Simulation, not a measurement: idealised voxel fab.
You're looking at the process module voxel self aligned vias.
The cross-section shown here is cut; it is 295 nm wide and divided into square cells measuring 5 nm on a side.
Cross-section layout: square cells on a grid; listed as bands, top to bottom; a band spans one or more cell rows. Within each band entry, the heights of the top and of the bottom of the band appear first, in that order and in nm; the materials of the band then follow from left to right, each with its corresponding width in nm. The designation "throughout" on a single material indicates that it fills the band from edge to edge; the designation "air" indicates empty space. Zero point of the height axis is 0; under it, received wafer = one material. Lowest band: continues down indefinitely, "0 and below". A width such as "30 to 40" changes by the same amount from each row of cells to the next, from the band's top row to its bottom row. Take "remains unaltered" at face value: in the step it is given for, the cross-section changed in none of its cells. So "Sealed-off cavities" is basically the list of trapped voids: any empty space of 8 cells or more that can't reach the top through an opening. They're written width x height at distance, the distance being from the left edge, and it's all nm. Heads up: the bit after the settings on a step's line is the simulator's remark on that step. overlay nm: where the mask lay relative to plan, measured to the right, on steps with a mask; negatives go left. Quick note on how to read the rest: it's all pairs. You get the cross-section before a process step and the one after, but the after one only goes down as far as the lowest band that changed. The step in between, with its settings, sits under the pair. Heads up, the pairs can come from different runs of this module on the same starting wafer, so don't assume a pair picks up from the one above unless its "Before processing" entry says it does.

[Before processing]
  80 down to 65  aC 70 nm, air 35 nm, aC 25 nm, air 35 nm, aC 25 nm, air 35 nm, aC 70 nm
  65 down to 50  SiO2 throughout
  50 down to 45  SiO2 75 nm, SiN 25 nm, SiO2 35 nm, SiN 25 nm, SiO2 35 nm, SiN 25 nm, SiO2 75 nm
  45 down to 40  SiO2 75 nm, TiN 5 nm, W 15 nm, TiN 5 nm, SiO2 35 nm, TiN 5 nm, W 15 nm, TiN 5 nm, SiO2 35 nm, TiN 5 nm, W 15 nm, TiN 5 nm, SiO2 75 nm
  40 down to 35  SiO2 75 nm, TiN 25 nm, SiO2 35 nm, TiN 25 nm, SiO2 35 nm, TiN 25 nm, SiO2 75 nm
  35 down to 30  SiCN throughout
  30 down to 0  SiO2 throughout
  0 and below  Si throughout
  Sealed-off cavities: none

[Post-Step Cross-Section]
  80 down to 65  aC 70 nm, air 35 nm, aC 25 nm, air 35 nm, aC 25 nm, air 35 nm, aC 70 nm
  65 down to 50  SiO2 70 nm, air 35 nm, SiO2 25 nm, air 35 nm, SiO2 25 nm, air 35 nm, SiO2 70 nm
  Beneath the level 50, the cross-section is identical to its previous state.
  Sealed-off cavities: none
Which step turns the before cross-section above into the after cross-section? DIRECTIONAL_ETCH | etch materials SiO2 | depth nm 15

Before processing: cross-section not repeated; it is the one shown after the step in the pair just above.

[Post-Step Cross-Section]
  80 down to 65  aC 70 nm, air 35 nm, aC 25 nm, air 35 nm, aC 25 nm, air 35 nm, aC 70 nm
  65 down to 50  SiO2 70 nm, air 35 nm, SiO2 25 nm, air 35 nm, SiO2 25 nm, air 35 nm, SiO2 70 nm
  50 down to 45  SiO2 75 nm, air 25 nm, SiO2 35 nm, air 25 nm, SiO2 35 nm, air 25 nm, SiO2 75 nm
  Beneath the level 45, the cross-section is identical to its previous state.
  Sealed-off cavities: none
Which step turns the before cross-section above into the after cross-section? DIRECTIONAL_ETCH | etch materials SiN | depth nm 5

Before processing: cross-section not repeated; it is the one shown after the step in the pair just above.

[Post-Step Cross-Section]
  65 down to 50  SiO2 70 nm, air 35 nm, SiO2 25 nm, air 35 nm, SiO2 25 nm, air 35 nm, SiO2 70 nm
  Beneath the level 50, the cross-section is identical to its previous state.
  Sealed-off cavities: none
Which step turns the before cross-section above into the after cross-section? STRIP | etch materials aC

Before processing: cross-section not repeated; it is the one shown after the step in the pair just above.

[Post-Step Cross-Section]
  70 down to 65  TiN 75 nm, air 25 nm, TiN 35 nm, air 25 nm, TiN 35 nm, air 25 nm, TiN 75 nm
  65 down to 55  SiO2 70 nm, TiN 5 nm, air 25 nm, TiN 5 nm, SiO2 25 nm, TiN 5 nm, air 25 nm, TiN 5 nm, SiO2 25 nm, TiN 5 nm, air 25 nm, TiN 5 nm, SiO2 70 nm
  55 down to 50  SiO2 70 nm, TiN 10 nm, air 15 nm, TiN 10 nm, SiO2 25 nm, TiN 10 nm, air 15 nm, TiN 10 nm, SiO2 25 nm, TiN 10 nm, air 15 nm, TiN 10 nm, SiO2 70 nm
  50 down to 45  SiO2 75 nm, TiN 25 nm, SiO2 35 nm, TiN 25 nm, SiO2 35 nm, TiN 25 nm, SiO2 75 nm
  Beneath the level 45, the cross-section is identical to its previous state.
  Sealed-off cavities: none
Which step turns the before cross-section above into the after cross-section? CONFORMAL_DEP | material TiN | thk nm 5

Before processing: cross-section not repeated; it is the one shown after the step in the pair just above.

[Post-Step Cross-Section]
  80 down to 70  Cu throughout
  70 down to 65  TiN 75 nm, Cu 25 nm, TiN 35 nm, Cu 25 nm, TiN 35 nm, Cu 25 nm, TiN 75 nm
  65 down to 55  SiO2 70 nm, TiN 5 nm, Cu 25 nm, TiN 5 nm, SiO2 25 nm, TiN 5 nm, Cu 25 nm, TiN 5 nm, SiO2 25 nm, TiN 5 nm, Cu 25 nm, TiN 5 nm, SiO2 70 nm
  55 down to 50  SiO2 70 nm, TiN 10 nm, Cu 15 nm, TiN 10 nm, SiO2 25 nm, TiN 10 nm, Cu 15 nm, TiN 10 nm, SiO2 25 nm, TiN 10 nm, Cu 15 nm, TiN 10 nm, SiO2 70 nm
  Beneath the level 50, the cross-section is identical to its previous state.
  Sealed-off cavities: none
Which step turns the before cross-section above into the after cross-section? FILL_DEP | material Cu | thk nm 10

Before processing: cross-section not repeated; it is the one shown after the step in the pair just above.

[Post-Step Cross-Section]
  65 down to 55  SiO2 70 nm, TiN 5 nm, Cu 25 nm, TiN 5 nm, SiO2 25 nm, TiN 5 nm, Cu 25 nm, TiN 5 nm, SiO2 25 nm, TiN 5 nm, Cu 25 nm, TiN 5 nm, SiO2 70 nm
  Beneath the level 55, the cross-section is identical to its previous state.
  Sealed-off cavities: none
Which step turns the before cross-section above into the after cross-section? CMP | height nm 65

Before processing: cross-section not repeated; it is the one shown after the step in the pair just above.

[Post-Step Cross-Section]
  70 down to 65  SiN throughout
  Beneath the level 65, the cross-section is identical to its previous state.
  Sealed-off cavities: none
Which step turns the before cross-section above into the after cross-section? CONFORMAL_DEP | material SiN | thk nm 5

[Before processing]
  0 and below  Si throughout
  Sealed-off cavities: none

[Post-Step Cross-Section]
  5 down to 0  SiCN throughout
  Beneath the level 0, the cross-section is identical to its previous state.
  Sealed-off cavities: none
Which step turns the before cross-section above into the after cross-section? CONFORMAL_DEP | material SiCN | thk nm 5

Before processing: cross-section not repeated; it is the one shown after the step in the pair just above.

[Post-Step Cross-Section]
  20 down to 5  SiO2 throughout
  Beneath the level 5, the cross-section is identical to its previous state.
  Sealed-off cavities: none
Which step turns the before cross-section above into the after cross-section? CONFORMAL_DEP | material SiO2 | thk nm 15

Before processing: cross-section not repeated; it is the one shown after the step in the pair just above.

[Post-Step Cross-Section]
  50 down to 5  SiO2 throughout
  Beneath the level 5, the cross-section is identical to its previous state.
  Sealed-off cavities: none
Which step turns the before cross-section above into the after cross-section? DIRECTIONAL_DEP | material SiO2 | thk nm 30

Before processing: cross-section not repeated; it is the one shown after the step in the pair just above.

[Post-Step Cross-Section]
  70 down to 50  resist 75 nm, air 25 nm, resist 35 nm, air 25 nm, resist 35 nm, air 25 nm, resist 75 nm
  Beneath the level 50, the cross-section is identical to its previous state.
  Sealed-off cavities: none
Which step turns the before cross-section above into the after cross-section? PATTERN | tone open | mask id LINES | material resist | width nm 25 | pitch nm 60 | thk nm 20 | overlay nm 0

Before processing: cross-section not repeated; it is the one shown after the step in the pair just above.

[Post-Step Cross-Section]
  70 down to 50  resist 75 nm, air 25 nm, resist 35 nm, air 25 nm, resist 35 nm, air 25 nm, resist 75 nm
  50 down to 20  SiO2 75 nm, air 25 nm, SiO2 35 nm, air 25 nm, SiO2 35 nm, air 25 nm, SiO2 75 nm
  Beneath the level 20, the cross-section is identical to its previous state.
  Sealed-off cavities: none
Which step turns the before cross-section above into the after cross-section? DIRECTIONAL_ETCH | etch materials SiO2 | depth nm 30

Before processing: cross-section not repeated; it is the one shown after the step in the pair just above.

[Post-Step Cross-Section]
  50 down to 20  SiO2 75 nm, air 25 nm, SiO2 35 nm, air 25 nm, SiO2 35 nm, air 25 nm, SiO2 75 nm
  Beneath the level 20, the cross-section is identical to its previous state.
  Sealed-off cavities: none
Which step turns the before cross-section above into the after cross-section? STRIP | etch materials resist

Before processing: cross-section not repeated; it is the one shown after the step in the pair just above.

[Post-Step Cross-Section]
  55 down to 50  TiN 80 nm, air 15 nm, TiN 45 nm, air 15 nm, TiN 45 nm, air 15 nm, TiN 80 nm
  50 down to 25  SiO2 75 nm, TiN 5 nm, air 15 nm, TiN 5 nm, SiO2 35 nm, TiN 5 nm, air 15 nm, TiN 5 nm, SiO2 35 nm, TiN 5 nm, air 15 nm, TiN 5 nm, SiO2 75 nm
  25 down to 20  SiO2 75 nm, TiN 25 nm, SiO2 35 nm, TiN 25 nm, SiO2 35 nm, TiN 25 nm, SiO2 75 nm
  Beneath the level 20, the cross-section is identical to its previous state.
  Sealed-off cavities: none
Which step turns the before cross-section above into the after cross-section? CONFORMAL_DEP | material TiN | thk nm 5

Before processing: cross-section not repeated; it is the one shown after the step in the pair just above.

[Post-Step Cross-Section]
  65 down to 55  W throughout
  55 down to 50  TiN 80 nm, W 15 nm, TiN 45 nm, W 15 nm, TiN 45 nm, W 15 nm, TiN 80 nm
  50 down to 25  SiO2 75 nm, TiN 5 nm, W 15 nm, TiN 5 nm, SiO2 35 nm, TiN 5 nm, W 15 nm, TiN 5 nm, SiO2 35 nm, TiN 5 nm, W 15 nm, TiN 5 nm, SiO2 75 nm
  Beneath the level 25, the cross-section is identical to its previous state.
  Sealed-off cavities: none
Which step turns the before cross-section above into the after cross-section? FILL_DEP | material W | thk nm 10

Before processing: cross-section not repeated; it is the one shown after the step in the pair just above.

[Post-Step Cross-Section]
  50 down to 25  SiO2 75 nm, TiN 5 nm, W 15 nm, TiN 5 nm, SiO2 35 nm, TiN 5 nm, W 15 nm, TiN 5 nm, SiO2 35 nm, TiN 5 nm, W 15 nm, TiN 5 nm, SiO2 75 nm
  Beneath the level 25, the cross-section is identical to its previous state.
  Sealed-off cavities: none
Which step turns the before cross-section above into the after cross-section? CMP | height nm 50

Before processing: cross-section not repeated; it is the one shown after the step in the pair just above.

[Post-Step Cross-Section]
  50 down to 45  SiO2 75 nm, air 25 nm, SiO2 35 nm, air 25 nm, SiO2 35 nm, air 25 nm, SiO2 75 nm
  Beneath the level 45, the cross-section is identical to its previous state.
  Sealed-off cavities: none
Which step turns the before cross-section above into the after cross-section? SELECTIVE_ETCH | etch materials W Ru TiN | depth nm 5

Before processing: cross-section not repeated; it is the one shown after the step in the pair just above.

[Post-Step Cross-Section]
  60 down to 50  SiN throughout
  50 down to 45  SiO2 75 nm, SiN 25 nm, SiO2 35 nm, SiN 25 nm, SiO2 35 nm, SiN 25 nm, SiO2 75 nm
  Beneath the level 45, the cross-section is identical to its previous state.
  Sealed-off cavities: none
Which step turns the before cross-section above into the after cross-section? FILL_DEP | material SiN | thk nm 10

Before processing: cross-section not repeated; it is the one shown after the step in the pair just above.

[Post-Step Cross-Section]
  50 down to 45  SiO2 75 nm, SiN 25 nm, SiO2 35 nm, SiN 25 nm, SiO2 35 nm, SiN 25 nm, SiO2 75 nm
  Beneath the level 45, the cross-section is identical to its previous state.
  Sealed-off cavities: none
Which step turns the before cross-section above into the after cross-section? CMP | height nm 50

Before processing: cross-section not repeated; it is the one shown after the step in the pair just above.

[Post-Step Cross-Section]
  65 down to 50  SiO2 throughout
  Beneath the level 50, the cross-section is identical to its previous state.
  Sealed-off cavities: none
Which step turns the before cross-section above into the after cross-section? DIRECTIONAL_DEP | material SiO2 | thk nm 15

Before processing: cross-section not repeated; it is the one shown after the step in the pair just above.

[Post-Step Cross-Section]
  80 down to 65  aC throughout
  Beneath the level 65, the cross-section is identical to its previous state.
  Sealed-off cavities: none
Which step turns the before cross-section above into the after cross-section? DIRECTIONAL_DEP | material aC | thk nm 15

Before processing: cross-section not repeated; it is the one shown after the step in the pair just above.

[Post-Step Cross-Section]
  110 down to 80  resist 70 nm, air 35 nm, resist 25 nm, air 35 nm, resist 25 nm, air 35 nm, resist 70 nm
  Beneath the level 80, the cross-section is identical to its previous state.
  Sealed-off cavities: none
Which step turns the before cross-section above into the after cross-section? PATTERN | tone open | mask id VIAS | material resist | width nm 35 | pitch nm 60 | thk nm 30 | overlay nm 0

Before processing: cross-section not repeated; it is the one shown after the step in the pair just above.

[Post-Step Cross-Section]
  95 down to 80  resist 70 nm, air 35 nm, resist 25 nm, air 35 nm, resist 25 nm, air 35 nm, resist 70 nm
  80 down to 65  aC 70 nm, air 35 nm, aC 25 nm, air 35 nm, aC 25 nm, air 35 nm, aC 70 nm
  Beneath the level 65, the cross-section is identical to its previous state.
  Sealed-off cavities: none
Which step turns the before cross-section above into the after cross-section? DIRECTIONAL_ETCH | etch materials aC | depth nm 15

Before processing: cross-section not repeated; it is the one shown after the step in the pair just above.

[Post-Step Cross-Section]
  80 down to 65  aC 70 nm, air 35 nm, aC 25 nm, air 35 nm, aC 25 nm, air 35 nm, aC 70 nm
  Beneath the level 65, the cross-section is identical to its previous state.
  Sealed-off cavities: none
Which step turns the before cross-section above into the after cross-section? STRIP | etch materials resist

Before processing: cross-section not repeated; it is the one shown after the step in the pair just above.

[Post-Step Cross-Section]
  80 down to 65  aC 70 nm, air 35 nm, aC 25 nm, air 35 nm, aC 25 nm, air 35 nm, aC 70 nm
  65 down to 50  SiO2 70 nm, air 35 nm, SiO2 25 nm, air 35 nm, SiO2 25 nm, air 35 nm, SiO2 70 nm
  Beneath the level 50, the cross-section is identical to its previous state.
  Sealed-off cavities: none
Which step turns the before cross-section above into the after cross-section? DIRECTIONAL_ETCH | etch materials SiO2 | depth nm 15

Before processing: cross-section not repeated; it is the one shown after the step in the pair just above.

[Post-Step Cross-Section]
  80 down to 65  aC 70 nm, air 35 nm, aC 25 nm, air 35 nm, aC 25 nm, air 35 nm, aC 70 nm
  65 down to 50  SiO2 70 nm, air 35 nm, SiO2 25 nm, air 35 nm, SiO2 25 nm, air 35 nm, SiO2 70 nm
  50 down to 45  SiO2 75 nm, air 25 nm, SiO2 35 nm, air 25 nm, SiO2 35 nm, air 25 nm, SiO2 75 nm
  Beneath the level 45, the cross-section is identical to its previous state.
  Sealed-off cavities: none
Which step turns the before cross-section above into the after cross-section? DIRECTIONAL_ETCH | etch materials SiN | depth nm 5

Before processing: cross-section not repeated; it is the one shown after the step in the pair just above.

[Post-Step Cross-Section]
  65 down to 50  SiO2 70 nm, air 35 nm, SiO2 25 nm, air 35 nm, SiO2 25 nm, air 35 nm, SiO2 70 nm
  Beneath the level 50, the cross-section is identical to its previous state.
  Sealed-off cavities: none
Which step turns the before cross-section above into the after cross-section? STRIP | etch materials aC

Before processing: cross-section not repeated; it is the one shown after the step in the pair just above.

[Post-Step Cross-Section]
  70 down to 65  TiN 75 nm, air 25 nm, TiN 35 nm, air 25 nm, TiN 35 nm, air 25 nm, TiN 75 nm
  65 down to 55  SiO2 70 nm, TiN 5 nm, air 25 nm, TiN 5 nm, SiO2 25 nm, TiN 5 nm, air 25 nm, TiN 5 nm, SiO2 25 nm, TiN 5 nm, air 25 nm, TiN 5 nm, SiO2 70 nm
  55 down to 50  SiO2 70 nm, TiN 10 nm, air 15 nm, TiN 10 nm, SiO2 25 nm, TiN 10 nm, air 15 nm, TiN 10 nm, SiO2 25 nm, TiN 10 nm, air 15 nm, TiN 10 nm, SiO2 70 nm
  50 down to 45  SiO2 75 nm, TiN 25 nm, SiO2 35 nm, TiN 25 nm, SiO2 35 nm, TiN 25 nm, SiO2 75 nm
  Beneath the level 45, the cross-section is identical to its previous state.
  Sealed-off cavities: none
Which step turns the before cross-section above into the after cross-section? CONFORMAL_DEP | material TiN | thk nm 5

Before processing: cross-section not repeated; it is the one shown after the step in the pair just above.

[Post-Step Cross-Section]
  80 down to 70  Cu throughout
  70 down to 65  TiN 75 nm, Cu 25 nm, TiN 35 nm, Cu 25 nm, TiN 35 nm, Cu 25 nm, TiN 75 nm
  65 down to 55  SiO2 70 nm, TiN 5 nm, Cu 25 nm, TiN 5 nm, SiO2 25 nm, TiN 5 nm, Cu 25 nm, TiN 5 nm, SiO2 25 nm, TiN 5 nm, Cu 25 nm, TiN 5 nm, SiO2 70 nm
  55 down to 50  SiO2 70 nm, TiN 10 nm, Cu 15 nm, TiN 10 nm, SiO2 25 nm, TiN 10 nm, Cu 15 nm, TiN 10 nm, SiO2 25 nm, TiN 10 nm, Cu 15 nm, TiN 10 nm, SiO2 70 nm
  Beneath the level 50, the cross-section is identical to its previous state.
  Sealed-off cavities: none
Which step turns the before cross-section above into the after cross-section? FILL_DEP | material Cu | thk nm 10

Before processing: cross-section not repeated; it is the one shown after the step in the pair just above.

[Post-Step Cross-Section]
  65 down to 55  SiO2 70 nm, TiN 5 nm, Cu 25 nm, TiN 5 nm, SiO2 25 nm, TiN 5 nm, Cu 25 nm, TiN 5 nm, SiO2 25 nm, TiN 5 nm, Cu 25 nm, TiN 5 nm, SiO2 70 nm
  Beneath the level 55, the cross-section is identical to its previous state.
  Sealed-off cavities: none
Which step turns the before cross-section above into the after cross-section? CMP | height nm 65

Before processing: cross-section not repeated; it is the one shown after the step in the pair just above.

[Post-Step Cross-Section]
  70 down to 65  SiN throughout
  Beneath the level 65, the cross-section is identical to its previous state.
  Sealed-off cavities: none
Which step turns the before cross-section above into the after cross-section? CONFORMAL_DEP | material SiN | thk nm 5

[Before processing]
  0 and below  Si throughout
  Sealed-off cavities: none

[Post-Step Cross-Section]
  5 down to 0  SiO2 throughout
  Beneath the level 0, the cross-section is identical to its previous state.
  Sealed-off cavities: none
Which step turns the before cross-section above into the after cross-section? CONFORMAL_DEP | material SiO2 | thk nm 5

Before processing: cross-section not repeated; it is the one shown after the step in the pair just above.

[Post-Step Cross-Section]
  10 down to 5  SiCN throughout
  Beneath the level 5, the cross-section is identical to its previous state.
  Sealed-off cavities: none
Which step turns the before cross-section above into the after cross-section? CONFORMAL_DEP | material SiCN | thk nm 5

Before processing: cross-section not repeated; it is the one shown after the step in the pair just above.

[Post-Step Cross-Section]
  40 down to 10  SiO2 throughout
  Beneath the level 10, the cross-section is identical to its previous state.
  Sealed-off cavities: none
Which step turns the before cross-section above into the after cross-section? DIRECTIONAL_DEP | material SiO2 | thk nm 30

Before processing: cross-section not repeated; it is the one shown after the step in the pair just above.

[Post-Step Cross-Section]
  60 down to 40  resist 75 nm, air 25 nm, resist 35 nm, air 25 nm, resist 35 nm, air 25 nm, resist 75 nm
  Beneath the level 40, the cross-section is identical to its previous state.
  Sealed-off cavities: none
Which step turns the before cross-section above into the after cross-section? PATTERN | tone open | mask id LINES | material resist | width nm 25 | pitch nm 60 | thk nm 20 | overlay nm 0

Before processing: cross-section not repeated; it is the one shown after the step in the pair just above.

[Post-Step Cross-Section]
  60 down to 40  resist 75 nm, air 25 nm, resist 35 nm, air 25 nm, resist 35 nm, air 25 nm, resist 75 nm
  40 down to 10  SiO2 75 nm, air 25 nm, SiO2 35 nm, air 25 nm, SiO2 35 nm, air 25 nm, SiO2 75 nm
  Beneath the level 10, the cross-section is identical to its previous state.
  Sealed-off cavities: none
Which step turns the before cross-section above into the after cross-section? DIRECTIONAL_ETCH | etch materials SiO2 | depth nm 30

Before processing: cross-section not repeated; it is the one shown after the step in the pair just above.

[Post-Step Cross-Section]
  40 down to 10  SiO2 75 nm, air 25 nm, SiO2 35 nm, air 25 nm, SiO2 35 nm, air 25 nm, SiO2 75 nm
  Beneath the level 10, the cross-section is identical to its previous state.
  Sealed-off cavities: none
Which step turns the before cross-section above into the after cross-section? STRIP | etch materials resist

Before processing: cross-section not repeated; it is the one shown after the step in the pair just above.

[Post-Step Cross-Section]
  45 down to 40  TiN 80 nm, air 15 nm, TiN 45 nm, air 15 nm, TiN 45 nm, air 15 nm, TiN 80 nm
  40 down to 15  SiO2 75 nm, TiN 5 nm, air 15 nm, TiN 5 nm, SiO2 35 nm, TiN 5 nm, air 15 nm, TiN 5 nm, SiO2 35 nm, TiN 5 nm, air 15 nm, TiN 5 nm, SiO2 75 nm
  15 down to 10  SiO2 75 nm, TiN 25 nm, SiO2 35 nm, TiN 25 nm, SiO2 35 nm, TiN 25 nm, SiO2 75 nm
  Beneath the level 10, the cross-section is identical to its previous state.
  Sealed-off cavities: none
Which step turns the before cross-section above into the after cross-section? CONFORMAL_DEP | material TiN | thk nm 5

Before processing: cross-section not repeated; it is the one shown after the step in the pair just above.

[Post-Step Cross-Section]
  55 down to 45  W throughout
  45 down to 40  TiN 80 nm, W 15 nm, TiN 45 nm, W 15 nm, TiN 45 nm, W 15 nm, TiN 80 nm
  40 down to 15  SiO2 75 nm, TiN 5 nm, W 15 nm, TiN 5 nm, SiO2 35 nm, TiN 5 nm, W 15 nm, TiN 5 nm, SiO2 35 nm, TiN 5 nm, W 15 nm, TiN 5 nm, SiO2 75 nm
  Beneath the level 15, the cross-section is identical to its previous state.
  Sealed-off cavities: none
Which step turns the before cross-section above into the after cross-section? FILL_DEP | material W | thk nm 10

Before processing: cross-section not repeated; it is the one shown after the step in the pair just above.

[Post-Step Cross-Section]
  50 down to 45  W throughout
  Beneath the level 45, the cross-section is identical to its previous state.
  Sealed-off cavities: none
Which step turns the before cross-section above into the after cross-section? CMP | height nm 50

Before processing: cross-section not repeated; it is the one shown after the step in the pair just above.

[Post-Step Cross-Section]
  45 down to 40  TiN 80 nm, W 15 nm, TiN 45 nm, W 15 nm, TiN 45 nm, W 15 nm, TiN 80 nm
  Beneath the level 40, the cross-section is identical to its previous state.
  Sealed-off cavities: none
Which step turns the before cross-section above into the after cross-section? SELECTIVE_ETCH | etch materials W Ru TiN | depth nm 5

Before processing: cross-section not repeated; it is the one shown after the step in the pair just above.

[Post-Step Cross-Section]
  55 down to 45  SiN throughout
  Beneath the level 45, the cross-section is identical to its previous state.
  Sealed-off cavities: none
Which step turns the before cross-section above into the after cross-section? FILL_DEP | material SiN | thk nm 10

Before processing: cross-section not repeated; it is the one shown after the step in the pair just above.

[Post-Step Cross-Section]
  50 down to 45  SiN throughout
  Beneath the level 45, the cross-section is identical to its previous state.
  Sealed-off cavities: none
Which step turns the before cross-section above into the after cross-section? CMP | height nm 50

Before processing: cross-section not repeated; it is the one shown after the step in the pair just above.

[Post-Step Cross-Section]
  65 down to 50  SiO2 throughout
  Beneath the level 50, the cross-section is identical to its previous state.
  Sealed-off cavities: none
Which step turns the before cross-section above into the after cross-section? DIRECTIONAL_DEP | material SiO2 | thk nm 15

Before processing: cross-section not repeated; it is the one shown after the step in the pair just above.

[Post-Step Cross-Section]
  80 down to 65  aC throughout
  Beneath the level 65, the cross-section is identical to its previous state.
  Sealed-off cavities: none
Which step turns the before cross-section above into the after cross-section? DIRECTIONAL_DEP | material aC | thk nm 15

Before processing: cross-section not repeated; it is the one shown after the step in the pair just above.

[Post-Step Cross-Section]
  110 down to 80  resist 70 nm, air 35 nm, resist 25 nm, air 35 nm, resist 25 nm, air 35 nm, resist 70 nm
  Beneath the level 80, the cross-section is identical to its previous state.
  Sealed-off cavities: none
Which step turns the before cross-section above into the after cross-section? PATTERN | tone open | mask id VIAS | material resist | width nm 35 | pitch nm 60 | thk nm 30 | overlay nm 0

Before processing: cross-section not repeated; it is the one shown after the step in the pair just above.

[Post-Step Cross-Section]
  95 down to 80  resist 70 nm, air 35 nm, resist 25 nm, air 35 nm, resist 25 nm, air 35 nm, resist 70 nm
  80 down to 65  aC 70 nm, air 35 nm, aC 25 nm, air 35 nm, aC 25 nm, air 35 nm, aC 70 nm
  Beneath the level 65, the cross-section is identical to its previous state.
  Sealed-off cavities: none
Which step turns the before cross-section above into the after cross-section? DIRECTIONAL_ETCH | etch materials aC | depth nm 15

Before processing: cross-section not repeated; it is the one shown after the step in the pair just above.

[Post-Step Cross-Section]
  80 down to 65  aC 70 nm, air 35 nm, aC 25 nm, air 35 nm, aC 25 nm, air 35 nm, aC 70 nm
  Beneath the level 65, the cross-section is identical to its previous state.
  Sealed-off cavities: none
Which step turns the before cross-section above into the after cross-section? STRIP | etch materials resist

Before processing: cross-section not repeated; it is the one shown after the step in the pair just above.

[Post-Step Cross-Section]
  80 down to 65  aC 70 nm, air 35 nm, aC 25 nm, air 35 nm, aC 25 nm, air 35 nm, aC 70 nm
  65 down to 50  SiO2 70 nm, air 35 nm, SiO2 25 nm, air 35 nm, SiO2 25 nm, air 35 nm, SiO2 70 nm
  Beneath the level 50, the cross-section is identical to its previous state.
  Sealed-off cavities: none
Which step turns the before cross-section above into the after cross-section? DIRECTIONAL_ETCH | etch materials SiO2 | depth nm 15

Before processing: cross-section not repeated; it is the one shown after the step in the pair just above.

[Post-Step Cross-Section]
  80 down to 65  aC 70 nm, air 35 nm, aC 25 nm, air 35 nm, aC 25 nm, air 35 nm, aC 70 nm
  65 down to 50  SiO2 70 nm, air 35 nm, SiO2 25 nm, air 35 nm, SiO2 25 nm, air 35 nm, SiO2 70 nm
  50 down to 45  SiN 70 nm, air 35 nm, SiN 25 nm, air 35 nm, SiN 25 nm, air 35 nm, SiN 70 nm
  Beneath the level 45, the cross-section is identical to its previous state.
  Sealed-off cavities: none
Which step turns the before cross-section above into the after cross-section? DIRECTIONAL_ETCH | etch materials SiN | depth nm 5

Before processing: cross-section not repeated; it is the one shown after the step in the pair just above.

[Post-Step Cross-Section]
  65 down to 50  SiO2 70 nm, air 35 nm, SiO2 25 nm, air 35 nm, SiO2 25 nm, air 35 nm, SiO2 70 nm
  Beneath the level 50, the cross-section is identical to its previous state.
  Sealed-off cavities: none
Which step turns the before cross-section above into the after cross-section? STRIP | etch materials aC

Before processing: cross-section not repeated; it is the one shown after the step in the pair just above.

[Post-Step Cross-Section]
  70 down to 65  TiN 75 nm, air 25 nm, TiN 35 nm, air 25 nm, TiN 35 nm, air 25 nm, TiN 75 nm
  65 down to 50  SiO2 70 nm, TiN 5 nm, air 25 nm, TiN 5 nm, SiO2 25 nm, TiN 5 nm, air 25 nm, TiN 5 nm, SiO2 25 nm, TiN 5 nm, air 25 nm, TiN 5 nm, SiO2 70 nm
  50 down to 45  SiN 70 nm, TiN 35 nm, SiN 25 nm, TiN 35 nm, SiN 25 nm, TiN 35 nm, SiN 70 nm
  Beneath the level 45, the cross-section is identical to its previous state.
  Sealed-off cavities: none
Which step turns the before cross-section above into the after cross-section? CONFORMAL_DEP | material TiN | thk nm 5

Before processing: cross-section not repeated; it is the one shown after the step in the pair just above.

[Post-Step Cross-Section]
  80 down to 70  Cu throughout
  70 down to 65  TiN 75 nm, Cu 25 nm, TiN 35 nm, Cu 25 nm, TiN 35 nm, Cu 25 nm, TiN 75 nm
  65 down to 50  SiO2 70 nm, TiN 5 nm, Cu 25 nm, TiN 5 nm, SiO2 25 nm, TiN 5 nm, Cu 25 nm, TiN 5 nm, SiO2 25 nm, TiN 5 nm, Cu 25 nm, TiN 5 nm, SiO2 70 nm
  Beneath the level 50, the cross-section is identical to its previous state.
  Sealed-off cavities: none
Which step turns the before cross-section above into the after cross-section? FILL_DEP | material Cu | thk nm 10

Before processing: cross-section not repeated; it is the one shown after the step in the pair just above.

[Post-Step Cross-Section]
  65 down to 50  SiO2 70 nm, TiN 5 nm, Cu 25 nm, TiN 5 nm, SiO2 25 nm, TiN 5 nm, Cu 25 nm, TiN 5 nm, SiO2 25 nm, TiN 5 nm, Cu 25 nm, TiN 5 nm, SiO2 70 nm
  Beneath the level 50, the cross-section is identical to its previous state.
  Sealed-off cavities: none
Which step turns the before cross-section above into the after cross-section? CMP | height nm 65

Before processing: cross-section not repeated; it is the one shown after the step in the pair just above.

[Post-Step Cross-Section]
  70 down to 65  SiN throughout
  Beneath the level 65, the cross-section is identical to its previous state.
  Sealed-off cavities: none
Which step turns the before cross-section above into the after cross-section? CONFORMAL_DEP | material SiN | thk nm 5

[Before processing]
  50 down to 20  SiO2 throughout
  20 down to 15  SiCN throughout
  15 down to 0  SiO2 throughout
  0 and below  Si throughout
  Sealed-off cavities: none

[Post-Step Cross-Section]
  70 down to 50  resist 75 nm, air 30 nm, resist 30 nm, air 30 nm, resist 30 nm, air 30 nm, resist 70 nm
  Beneath the level 50, the cross-section is identical to its previous state.
  Sealed-off cavities: none
Which step turns the before cross-section above into the after cross-section? PATTERN | tone open | mask id LINES | material resist | width nm 30 | pitch nm 60 | thk nm 20 | overlay nm 0

Before processing: cross-section not repeated; it is the one shown after the step in the pair just above.

[Post-Step Cross-Section]
  70 down to 50  resist 75 nm, air 30 nm, resist 30 nm, air 30 nm, resist 30 nm, air 30 nm, resist 70 nm
  50 down to 20  SiO2 75 nm, air 30 nm, SiO2 30 nm, air 30 nm, SiO2 30 nm, air 30 nm, SiO2 70 nm
  Beneath the level 20, the cross-section is identical to its previous state.
  Sealed-off cavities: none
Which step turns the before cross-section above into the after cross-section? DIRECTIONAL_ETCH | etch materials SiO2 | depth nm 30

Before processing: cross-section not repeated; it is the one shown after the step in the pair just above.

[Post-Step Cross-Section]
  50 down to 20  SiO2 75 nm, air 30 nm, SiO2 30 nm, air 30 nm, SiO2 30 nm, air 30 nm, SiO2 70 nm
  Beneath the level 20, the cross-section is identical to its previous state.
  Sealed-off cavities: none
Which step turns the before cross-section above into the after cross-section? STRIP | etch materials resist

Before processing: cross-section not repeated; it is the one shown after the step in the pair just above.

[Post-Step Cross-Section]
  55 down to 50  TiN 80 nm, air 20 nm, TiN 40 nm, air 20 nm, TiN 40 nm, air 20 nm, TiN 75 nm
  50 down to 25  SiO2 75 nm, TiN 5 nm, air 20 nm, TiN 5 nm, SiO2 30 nm, TiN 5 nm, air 20 nm, TiN 5 nm, SiO2 30 nm, TiN 5 nm, air 20 nm, TiN 5 nm, SiO2 70 nm
  25 down to 20  SiO2 75 nm, TiN 30 nm, SiO2 30 nm, TiN 30 nm, SiO2 30 nm, TiN 30 nm, SiO2 70 nm
  Beneath the level 20, the cross-section is identical to its previous state.
  Sealed-off cavities: none
Which step turns the before cross-section above into the after cross-section? CONFORMAL_DEP | material TiN | thk nm 5
